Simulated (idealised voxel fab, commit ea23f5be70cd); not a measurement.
The following is a process module called voxel wiring stack.
Xsec cut, 225 nm wide, square cell size 5 nm.
Think of the cross-section as a grid of square cells. We describe it in bands, top to bottom, and each band covers one or more rows of those cells. What a band's entry tells you: where the top is and where the bottom is, as heights in nm, and after that what lies inside, material by material from left to right, each with its width in nm. Empty space is written as the word "air", and a single material marked with the word "all across" occupies the band from edge to edge. It should be noted that heights are counted from 0, beneath which the wafer as supplied is of one material throughout, and that the lowest band possesses no lower boundary but continues downward, as written in "z 0 and below". Per-row width for "30..40": begins at first number (top row of band), ends at second number (bottom row), increment between rows held constant. A step reported as "no alteration" is a step in which no cell of the cross-section changed. "Sealed void inventory" contains a list of empty spaces, each no smaller than 8 cells and without an open way to the top, written in the form width x height at distance with the distance from the left edge and all three in nm. Note: text after step settings on the step line = simulator remark on that step. Each step line may optionally specify "overlay nm", which for a step with a mask gives the rightward distance between the mask's planned place and where it lay, a negative value indicating the leftward direction.
PLAN
| 1 | RECEIVE: material Si |
| 2 | CONFORMAL_DEP: material SiO2, thk nm 10 |
| 3 | CONFORMAL_DEP: material SiCN, thk nm 5 |
| 4 | DIRECTIONAL_DEP: material SiO2, thk nm 25 |
| 5 | MASKED_ETCH: tone open, mask id METAL_1, width nm 25, pitch nm 45, etch materials SiO2, depth nm 25, overlay nm 0 |
| 6 | MASKED_ETCH: tone open, mask id METAL_1, width nm 25, pitch nm 45, etch materials SiCN, depth nm 5, overlay nm 0 |
| 7 | CONFORMAL_DEP: material TiN, thk nm 5 |
| 8 | FILL_DEP: material Ru, thk nm 5 |
| 9 | CMP: height nm 40 |
| 10 | CONFORMAL_DEP: material SiCN, thk nm 5 |
| 11 | DIRECTIONAL_DEP: material lowk, thk nm 30 |
| 12 | PATTERN: tone open, mask id METAL_2_HOLES, material resist, width nm 15, thk nm 20, overlay nm 0 |
| 13 | DIRECTIONAL_ETCH: etch materials lowk, depth nm 30 |
| 14 | STRIP: etch materials resist |
| 15 | PATTERN: tone open, mask id METAL_2, material resist, width nm 25, pitch nm 45, thk nm 15, overlay nm 0 |
| 16 | DIRECTIONAL_ETCH: etch materials lowk, depth nm 15 |
| 17 | DIRECTIONAL_ETCH: etch materials SiCN, depth nm 5 |
| 18 | STRIP: etch materials resist |
| 19 | CONFORMAL_DEP: material TiN, thk nm 5 |
| 20 | FILL_DEP: material Cu, thk nm 5 |
| 21 | CMP: height nm 75 |
| 22 | CONFORMAL_DEP: material SiCN, thk nm 5 |
| 23 | DIRECTIONAL_DEP: material SiO2, thk nm 20 |
| 24 | PATTERN: tone open, mask id PLUG_2, material resist, width nm 15, pitch nm 45, thk nm 20, overlay nm 0 |
| 25 | DIRECTIONAL_ETCH: etch materials SiO2, depth nm 20 |
| 26 | DIRECTIONAL_ETCH: etch materials SiCN, depth nm 5 |
| 27 | STRIP: etch materials resist |
| 28 | EPI: material Ru, thk nm 10 |
| 29 | EPI: material Ru, thk nm 10 |
| 30 | EPI: material Ru, thk nm 5 |
| 31 | DIRECTIONAL_DEP: material TiN, thk nm 5 |
| 32 | DIRECTIONAL_DEP: material Ru, thk nm 20 |
| 33 | DIRECTIONAL_DEP: material aC, thk nm 15 |
| 34 | PATTERN: tone cover, mask id METAL_3, material resist, width nm 25, pitch nm 45, thk nm 30, overlay nm 0 |
| 35 | DIRECTIONAL_ETCH: etch materials aC, depth nm 15 |
| 36 | STRIP: etch materials resist |
| 37 | DIRECTIONAL_ETCH: etch materials Ru, depth nm 20 |
| 38 | DIRECTIONAL_ETCH: etch materials TiN, depth nm 5 |
| 39 | STRIP: etch materials aC |
| 40 | FILL_DEP: material SiO2, thk nm 10 |
| 41 | CMP: height nm 125 |
| 42 | CONFORMAL_DEP: material SiCN, thk nm 5 |
FIRST OF TWO WAFERS, PROCESSED ACCORDING TO PLAN
CROSS-SECTION OF THE INCOMING WAFER, STATE AFTER STEP 1
* z 0 and below: Si all across
* Sealed void inventory: none
UPON COMPLETION OF STEP 2, THE WAFER APPEARS IN CROSS-SECTION AS SHOWN
* z 10 to 0: SiO2 all across
* Whatever lies below 0 is exactly as it was before.
UPON COMPLETION OF STEP 3, THE WAFER APPEARS IN CROSS-SECTION AS SHOWN
* z 15 to 10: SiCN all across
* Whatever lies below 10 is exactly as it was before.
UPON COMPLETION OF STEP 4, THE WAFER APPEARS IN CROSS-SECTION AS SHOWN
* z 40 to 15: SiO2 all across
* Whatever lies below 15 is exactly as it was before.
UPON COMPLETION OF STEP 5, THE WAFER APPEARS IN CROSS-SECTION AS SHOWN
* z 40 to 15: SiO2: 75, air: 25, SiO2: 20, air: 25, SiO2: 80
* Whatever lies below 15 is exactly as it was before.
UPON COMPLETION OF STEP 6, THE WAFER APPEARS IN CROSS-SECTION AS SHOWN
* z 40 to 15: SiO2: 75, air: 25, SiO2: 20, air: 25, SiO2: 80
* z 15 to 10: SiCN: 75, air: 25, SiCN: 20, air: 25, SiCN: 80
* Whatever lies below 10 is exactly as it was before.
UPON COMPLETION OF STEP 7, THE WAFER APPEARS IN CROSS-SECTION AS SHOWN
* z 45 to 40: TiN: 80, air: 15, TiN: 30, air: 15, TiN: 85
* z 40 to 15: SiO2: 75, TiN: 5, air: 15, TiN: 5, SiO2: 20, TiN: 5, air: 15, TiN: 5, SiO2: 80
* z 15 to 10: SiCN: 75, TiN: 25, SiCN: 20, TiN: 25, SiCN: 80
* Whatever lies below 10 is exactly as it was before.
UPON COMPLETION OF STEP 8, THE WAFER APPEARS IN CROSS-SECTION AS SHOWN
* z 50 to 45: Ru all across
* z 45 to 40: TiN: 80, Ru: 15, TiN: 30, Ru: 15, TiN: 85
* z 40 to 15: SiO2: 75, TiN: 5, Ru: 15, TiN: 5, SiO2: 20, TiN: 5, Ru: 15, TiN: 5, SiO2: 80
* Whatever lies below 15 is exactly as it was before.
UPON COMPLETION OF STEP 9, THE WAFER APPEARS IN CROSS-SECTION AS SHOWN
* z 40 to 15: SiO2: 75, TiN: 5, Ru: 15, TiN: 5, SiO2: 20, TiN: 5, Ru: 15, TiN: 5, SiO2: 80
* Whatever lies below 15 is exactly as it was before.
UPON COMPLETION OF STEP 10, THE WAFER APPEARS IN CROSS-SECTION AS SHOWN
* z 45 to 40: SiCN all across
* Whatever lies below 40 is exactly as it was before.
UPON COMPLETION OF STEP 11, THE WAFER APPEARS IN CROSS-SECTION AS SHOWN
* z 75 to 45: lowk all across
* Whatever lies below 45 is exactly as it was before.
UPON COMPLETION OF STEP 12, THE WAFER APPEARS IN CROSS-SECTION AS SHOWN
* z 95 to 75: resist: 75, air: 15, resist: 135
* Whatever lies below 75 is exactly as it was before.
UPON COMPLETION OF STEP 13, THE WAFER APPEARS IN CROSS-SECTION AS SHOWN
* z 95 to 75: resist: 75, air: 15, resist: 135
* z 75 to 45: lowk: 75, air: 15, lowk: 135
* Whatever lies below 45 is exactly as it was before.
UPON COMPLETION OF STEP 14, THE WAFER APPEARS IN CROSS-SECTION AS SHOWN
* z 75 to 45: lowk: 75, air: 15, lowk: 135
* Whatever lies below 45 is exactly as it was before.
UPON COMPLETION OF STEP 15, THE WAFER APPEARS IN CROSS-SECTION AS SHOWN
* z 90 to 75: resist: 75, air: 25, resist: 20, air: 25, resist: 80
* Whatever lies below 75 is exactly as it was before.
UPON COMPLETION OF STEP 16, THE WAFER APPEARS IN CROSS-SECTION AS SHOWN
* z 90 to 75: resist: 75, air: 25, resist: 20, air: 25, resist: 80
* z 75 to 60: lowk: 75, air: 25, lowk: 20, air: 25, lowk: 80
* Whatever lies below 60 is exactly as it was before.
UPON COMPLETION OF STEP 17, THE WAFER APPEARS IN CROSS-SECTION AS SHOWN
* z 90 to 75: resist: 75, air: 25, resist: 20, air: 25, resist: 80
* z 75 to 60: lowk: 75, air: 25, lowk: 20, air: 25, lowk: 80
* z 60 to 45: lowk: 75, air: 15, lowk: 135
* z 45 to 40: SiCN: 75, air: 15, SiCN: 135
* Whatever lies below 40 is exactly as it was before.
UPON COMPLETION OF STEP 18, THE WAFER APPEARS IN CROSS-SECTION AS SHOWN
* z 75 to 60: lowk: 75, air: 25, lowk: 20, air: 25, lowk: 80
* Whatever lies below 60 is exactly as it was before.
UPON COMPLETION OF STEP 19, THE WAFER APPEARS IN CROSS-SECTION AS SHOWN
* z 80 to 75: TiN: 80, air: 15, TiN: 30, air: 15, TiN: 85
* z 75 to 65: lowk: 75, TiN: 5, air: 15, TiN: 5, lowk: 20, TiN: 5, air: 15, TiN: 5, lowk: 80
* z 65 to 60: lowk: 75, TiN: 5, air: 5, TiN: 15, lowk: 20, TiN: 25, lowk: 80
* z 60 to 45: lowk: 75, TiN: 5, air: 5, TiN: 5, lowk: 135
* z 45 to 40: SiCN: 75, TiN: 15, SiCN: 135
* Whatever lies below 40 is exactly as it was before.
UPON COMPLETION OF STEP 20, THE WAFER APPEARS IN CROSS-SECTION AS SHOWN
* z 85 to 80: Cu all across
* z 80 to 75: TiN: 80, Cu: 15, TiN: 30, Cu: 15, TiN: 85
* z 75 to 65: lowk: 75, TiN: 5, Cu: 15, TiN: 5, lowk: 20, TiN: 5, Cu: 15, TiN: 5, lowk: 80
* z 65 to 60: lowk: 75, TiN: 5, Cu: 5, TiN: 15, lowk: 20, TiN: 25, lowk: 80
* z 60 to 45: lowk: 75, TiN: 5, Cu: 5, TiN: 5, lowk: 135
* Whatever lies below 45 is exactly as it was before.
UPON COMPLETION OF STEP 21, THE WAFER APPEARS IN CROSS-SECTION AS SHOWN
* z 75 to 65: lowk: 75, TiN: 5, Cu: 15, TiN: 5, lowk: 20, TiN: 5, Cu: 15, TiN: 5, lowk: 80
* Whatever lies below 65 is exactly as it was before.
UPON COMPLETION OF STEP 22, THE WAFER APPEARS IN CROSS-SECTION AS SHOWN
* z 80 to 75: SiCN all across
* Whatever lies below 75 is exactly as it was before.
UPON COMPLETION OF STEP 23, THE WAFER APPEARS IN CROSS-SECTION AS SHOWN
* z 100 to 80: SiO2 all across
* Whatever lies below 80 is exactly as it was before.
UPON COMPLETION OF STEP 24, THE WAFER APPEARS IN CROSS-SECTION AS SHOWN
* z 120 to 100: resist: 75, air: 15, resist: 30, air: 15, resist: 90
* Whatever lies below 100 is exactly as it was before.
UPON COMPLETION OF STEP 25, THE WAFER APPEARS IN CROSS-SECTION AS SHOWN
* z 120 to 100: resist: 75, air: 15, resist: 30, air: 15, resist: 90
* z 100 to 80: SiO2: 75, air: 15, SiO2: 30, air: 15, SiO2: 90
* Whatever lies below 80 is exactly as it was before.
UPON COMPLETION OF STEP 26, THE WAFER APPEARS IN CROSS-SECTION AS SHOWN
* z 120 to 100: resist: 75, air: 15, resist: 30, air: 15, resist: 90
* z 100 to 80: SiO2: 75, air: 15, SiO2: 30, air: 15, SiO2: 90
* z 80 to 75: SiCN: 75, air: 15, SiCN: 30, air: 15, SiCN: 90
* Whatever lies below 75 is exactly as it was before.
UPON COMPLETION OF STEP 27, THE WAFER APPEARS IN CROSS-SECTION AS SHOWN
* z 100 to 80: SiO2: 75, air: 15, SiO2: 30, air: 15, SiO2: 90
* Whatever lies below 80 is exactly as it was before.
UPON COMPLETION OF STEP 28, THE WAFER APPEARS IN CROSS-SECTION AS SHOWN
* z 100 to 85: SiO2: 75, air: 15, SiO2: 30, air: 15, SiO2: 90
* z 85 to 80: SiO2: 75, Ru: 15, SiO2: 30, Ru: 15, SiO2: 90
* z 80 to 75: SiCN: 75, Ru: 15, SiCN: 30, Ru: 15, SiCN: 90
* Whatever lies below 75 is exactly as it was before.
UPON COMPLETION OF STEP 29, THE WAFER APPEARS IN CROSS-SECTION AS SHOWN
* z 100 to 95: SiO2: 75, air: 15, SiO2: 30, air: 15, SiO2: 90
* z 95 to 80: SiO2: 75, Ru: 15, SiO2: 30, Ru: 15, SiO2: 90
* Whatever lies below 80 is exactly as it was before.
UPON COMPLETION OF STEP 30, THE WAFER APPEARS IN CROSS-SECTION AS SHOWN
* z 100 to 80: SiO2: 75, Ru: 15, SiO2: 30, Ru: 15, SiO2: 90
* Whatever lies below 80 is exactly as it was before.
UPON COMPLETION OF STEP 31, THE WAFER APPEARS IN CROSS-SECTION AS SHOWN
* z 105 to 100: TiN all across
* Whatever lies below 100 is exactly as it was before.
UPON COMPLETION OF STEP 32, THE WAFER APPEARS IN CROSS-SECTION AS SHOWN
* z 125 to 105: Ru all across
* Whatever lies below 105 is exactly as it was before.
UPON COMPLETION OF STEP 33, THE WAFER APPEARS IN CROSS-SECTION AS SHOWN
* z 140 to 125: aC all across
* Whatever lies below 125 is exactly as it was before.
UPON COMPLETION OF STEP 34, THE WAFER APPEARS IN CROSS-SECTION AS SHOWN
* z 170 to 140: air: 75, resist: 25, air: 20, resist: 25, air: 80
* Whatever lies below 140 is exactly as it was before.
UPON COMPLETION OF STEP 35, THE WAFER APPEARS IN CROSS-SECTION AS SHOWN
* z 155 to 140: air: 75, resist: 25, air: 20, resist: 25, air: 80
* z 140 to 125: air: 75, aC: 25, air: 20, aC: 25, air: 80
* Whatever lies below 125 is exactly as it was before.
UPON COMPLETION OF STEP 36, THE WAFER APPEARS IN CROSS-SECTION AS SHOWN
* z 140 to 125: air: 75, aC: 25, air: 20, aC: 25, air: 80
* Whatever lies below 125 is exactly as it was before.
UPON COMPLETION OF STEP 37, THE WAFER APPEARS IN CROSS-SECTION AS SHOWN
* z 140 to 125: air: 75, aC: 25, air: 20, aC: 25, air: 80
* z 125 to 105: air: 75, Ru: 25, air: 20, Ru: 25, air: 80
* Whatever lies below 105 is exactly as it was before.
UPON COMPLETION OF STEP 38, THE WAFER APPEARS IN CROSS-SECTION AS SHOWN
* z 140 to 125: air: 75, aC: 25, air: 20, aC: 25, air: 80
* z 125 to 105: air: 75, Ru: 25, air: 20, Ru: 25, air: 80
* z 105 to 100: air: 75, TiN: 25, air: 20, TiN: 25, air: 80
* Whatever lies below 100 is exactly as it was before.
UPON COMPLETION OF STEP 39, THE WAFER APPEARS IN CROSS-SECTION AS SHOWN
* z 125 to 105: air: 75, Ru: 25, air: 20, Ru: 25, air: 80
* Whatever lies below 105 is exactly as it was before.
UPON COMPLETION OF STEP 40, THE WAFER APPEARS IN CROSS-SECTION AS SHOWN
* z 135 to 125: SiO2 all across
* z 125 to 105: SiO2: 75, Ru: 25, SiO2: 20, Ru: 25, SiO2: 80
* z 105 to 100: SiO2: 75, TiN: 25, SiO2: 20, TiN: 25, SiO2: 80
* Whatever lies below 100 is exactly as it was before.
UPON COMPLETION OF STEP 41, THE WAFER APPEARS IN CROSS-SECTION AS SHOWN
* z 125 to 105: SiO2: 75, Ru: 25, SiO2: 20, Ru: 25, SiO2: 80
* Whatever lies below 105 is exactly as it was before.
UPON COMPLETION OF STEP 42, THE WAFER APPEARS IN CROSS-SECTION AS SHOWN
* z 130 to 125: SiCN all across
* Whatever lies below 125 is exactly as it was before.
WAFER TWO: LIKE WAFER ONE IN START AND PLAN, BUT WITH ONE MISTAKE IN EXECUTION; IDENTICAL UP TO AND INCLUDING STEP 8
SECOND WAFER: CROSS-SECTION AT THE SCHEDULED END OF STEP 9
* z 30 to 15: SiO2: 75, TiN: 5, Ru: 15, TiN: 5, SiO2: 20, TiN: 5, Ru: 15, TiN: 5, SiO2: 80
* Whatever lies below 15 is exactly as it was before.
SECOND WAFER: CROSS-SECTION AT THE SCHEDULED END OF STEP 10
* z 35 to 30: SiCN all across
* Whatever lies below 30 is exactly as it was before.
SECOND WAFER: CROSS-SECTION AT THE SCHEDULED END OF STEP 11
* z 65 to 35: lowk all across
* Whatever lies below 35 is exactly as it was before.
SECOND WAFER: CROSS-SECTION AT THE SCHEDULED END OF STEP 12
* z 85 to 65: resist: 75, air: 15, resist: 135
* Whatever lies below 65 is exactly as it was before.
SECOND WAFER: CROSS-SECTION AT THE SCHEDULED END OF STEP 13
* z 85 to 65: resist: 75, air: 15, resist: 135
* z 65 to 35: lowk: 75, air: 15, lowk: 135
* Whatever lies below 35 is exactly as it was before.
SECOND WAFER: CROSS-SECTION AT THE SCHEDULED END OF STEP 14
* z 65 to 35: lowk: 75, air: 15, lowk: 135
* Whatever lies below 35 is exactly as it was before.
SECOND WAFER: CROSS-SECTION AT THE SCHEDULED END OF STEP 15
* z 80 to 65: resist: 75, air: 25, resist: 20, air: 25, resist: 80
* Whatever lies below 65 is exactly as it was before.
SECOND WAFER: CROSS-SECTION AT THE SCHEDULED END OF STEP 16
* z 80 to 65: resist: 75, air: 25, resist: 20, air: 25, resist: 80
* z 65 to 50: lowk: 75, air: 25, lowk: 20, air: 25, lowk: 80
* Whatever lies below 50 is exactly as it was before.
SECOND WAFER: CROSS-SECTION AT THE SCHEDULED END OF STEP 17
* z 80 to 65: resist: 75, air: 25, resist: 20, air: 25, resist: 80
* z 65 to 50: lowk: 75, air: 25, lowk: 20, air: 25, lowk: 80
* z 50 to 35: lowk: 75, air: 15, lowk: 135
* z 35 to 30: SiCN: 75, air: 15, SiCN: 135
* Whatever lies below 30 is exactly as it was before.
SECOND WAFER: CROSS-SECTION AT THE SCHEDULED END OF STEP 18
* z 65 to 50: lowk: 75, air: 25, lowk: 20, air: 25, lowk: 80
* Whatever lies below 50 is exactly as it was before.
SECOND WAFER: CROSS-SECTION AT THE SCHEDULED END OF STEP 19
* z 70 to 65: TiN: 80, air: 15, TiN: 30, air: 15, TiN: 85
* z 65 to 55: lowk: 75, TiN: 5, air: 15, TiN: 5, lowk: 20, TiN: 5, air: 15, TiN: 5, lowk: 80
* z 55 to 50: lowk: 75, TiN: 5, air: 5, TiN: 15, lowk: 20, TiN: 25, lowk: 80
* z 50 to 35: lowk: 75, TiN: 5, air: 5, TiN: 5, lowk: 135
* z 35 to 30: SiCN: 75, TiN: 15, SiCN: 135
* Whatever lies below 30 is exactly as it was before.
SECOND WAFER: CROSS-SECTION AT THE SCHEDULED END OF STEP 20
* z 75 to 70: Cu all across
* z 70 to 65: TiN: 80, Cu: 15, TiN: 30, Cu: 15, TiN: 85
* z 65 to 55: lowk: 75, TiN: 5, Cu: 15, TiN: 5, lowk: 20, TiN: 5, Cu: 15, TiN: 5, lowk: 80
* z 55 to 50: lowk: 75, TiN: 5, Cu: 5, TiN: 15, lowk: 20, TiN: 25, lowk: 80
* z 50 to 35: lowk: 75, TiN: 5, Cu: 5, TiN: 5, lowk: 135
* Whatever lies below 35 is exactly as it was before.
Second wafer: cross-section at the scheduled end of step 21: no alteration
SECOND WAFER: CROSS-SECTION AT THE SCHEDULED END OF STEP 22
* z 80 to 75: SiCN all across
* Whatever lies below 75 is exactly as it was before.
SECOND WAFER: CROSS-SECTION AT THE SCHEDULED END OF STEP 23
* z 100 to 80: SiO2 all across
* Whatever lies below 80 is exactly as it was before.
SECOND WAFER: CROSS-SECTION AT THE SCHEDULED END OF STEP 24
* z 120 to 100: resist: 75, air: 15, resist: 30, air: 15, resist: 90
* Whatever lies below 100 is exactly as it was before.
SECOND WAFER: CROSS-SECTION AT THE SCHEDULED END OF STEP 25
* z 120 to 100: resist: 75, air: 15, resist: 30, air: 15, resist: 90
* z 100 to 80: SiO2: 75, air: 15, SiO2: 30, air: 15, SiO2: 90
* Whatever lies below 80 is exactly as it was before.
SECOND WAFER: CROSS-SECTION AT THE SCHEDULED END OF STEP 26
* z 120 to 100: resist: 75, air: 15, resist: 30, air: 15, resist: 90
* z 100 to 80: SiO2: 75, air: 15, SiO2: 30, air: 15, SiO2: 90
* z 80 to 75: SiCN: 75, air: 15, SiCN: 30, air: 15, SiCN: 90
* Whatever lies below 75 is exactly as it was before.
SECOND WAFER: CROSS-SECTION AT THE SCHEDULED END OF STEP 27
* z 100 to 80: SiO2: 75, air: 15, SiO2: 30, air: 15, SiO2: 90
* Whatever lies below 80 is exactly as it was before.
SECOND WAFER: CROSS-SECTION AT THE SCHEDULED END OF STEP 28
* z 100 to 85: SiO2: 75, air: 15, SiO2: 30, air: 15, SiO2: 90
* z 85 to 80: SiO2: 75, Ru: 15, SiO2: 30, Ru: 15, SiO2: 90
* z 80 to 75: SiCN: 75, Ru: 15, SiCN: 30, Ru: 15, SiCN: 90
* Whatever lies below 75 is exactly as it was before.
SECOND WAFER: CROSS-SECTION AT THE SCHEDULED END OF STEP 29
* z 100 to 95: SiO2: 75, air: 15, SiO2: 30, air: 15, SiO2: 90
* z 95 to 80: SiO2: 75, Ru: 15, SiO2: 30, Ru: 15, SiO2: 90
* Whatever lies below 80 is exactly as it was before.
SECOND WAFER: CROSS-SECTION AT THE SCHEDULED END OF STEP 30
* z 100 to 80: SiO2: 75, Ru: 15, SiO2: 30, Ru: 15, SiO2: 90
* Whatever lies below 80 is exactly as it was before.
SECOND WAFER: CROSS-SECTION AT THE SCHEDULED END OF STEP 31
* z 105 to 100: TiN all across
* Whatever lies below 100 is exactly as it was before.
SECOND WAFER: CROSS-SECTION AT THE SCHEDULED END OF STEP 32
* z 125 to 105: Ru all across
* Whatever lies below 105 is exactly as it was before.
SECOND WAFER: CROSS-SECTION AT THE SCHEDULED END OF STEP 33
* z 140 to 125: aC all across
* Whatever lies below 125 is exactly as it was before.
SECOND WAFER: CROSS-SECTION AT THE SCHEDULED END OF STEP 34
* z 170 to 140: air: 75, resist: 25, air: 20, resist: 25, air: 80
* Whatever lies below 140 is exactly as it was before.
SECOND WAFER: CROSS-SECTION AT THE SCHEDULED END OF STEP 35
* z 155 to 140: air: 75, resist: 25, air: 20, resist: 25, air: 80
* z 140 to 125: air: 75, aC: 25, air: 20, aC: 25, air: 80
* Whatever lies below 125 is exactly as it was before.
SECOND WAFER: CROSS-SECTION AT THE SCHEDULED END OF STEP 36
* z 140 to 125: air: 75, aC: 25, air: 20, aC: 25, air: 80
* Whatever lies below 125 is exactly as it was before.
SECOND WAFER: CROSS-SECTION AT THE SCHEDULED END OF STEP 37
* z 140 to 125: air: 75, aC: 25, air: 20, aC: 25, air: 80
* z 125 to 105: air: 75, Ru: 25, air: 20, Ru: 25, air: 80
* Whatever lies below 105 is exactly as it was before.
SECOND WAFER: CROSS-SECTION AT THE SCHEDULED END OF STEP 38
* z 140 to 125: air: 75, aC: 25, air: 20, aC: 25, air: 80
* z 125 to 105: air: 75, Ru: 25, air: 20, Ru: 25, air: 80
* z 105 to 100: air: 75, TiN: 25, air: 20, TiN: 25, air: 80
* Whatever lies below 100 is exactly as it was before.
SECOND WAFER: CROSS-SECTION AT THE SCHEDULED END OF STEP 39
* z 125 to 105: air: 75, Ru: 25, air: 20, Ru: 25, air: 80
* Whatever lies below 105 is exactly as it was before.
SECOND WAFER: CROSS-SECTION AT THE SCHEDULED END OF STEP 40
* z 135 to 125: SiO2 all across
* z 125 to 105: SiO2: 75, Ru: 25, SiO2: 20, Ru: 25, SiO2: 80
* z 105 to 100: SiO2: 75, TiN: 25, SiO2: 20, TiN: 25, SiO2: 80
* Whatever lies below 100 is exactly as it was before.
SECOND WAFER: CROSS-SECTION AT THE SCHEDULED END OF STEP 41
* z 125 to 105: SiO2: 75, Ru: 25, SiO2: 20, Ru: 25, SiO2: 80
* Whatever lies below 105 is exactly as it was before.
SECOND WAFER: CROSS-SECTION AT THE SCHEDULED END OF STEP 42
* z 130 to 125: SiCN all across
* Whatever lies below 125 is exactly as it was before.
Diagnosis: the process deviated at step 9: the operation and settings actually run there were CMP: height nm 30
Heads up, by the end the second wafer has more or fewer cells of some materials compared to the first: Cu: 51 more | Ru: 12 fewer | SiO2: 70 fewer | TiN: 31 more
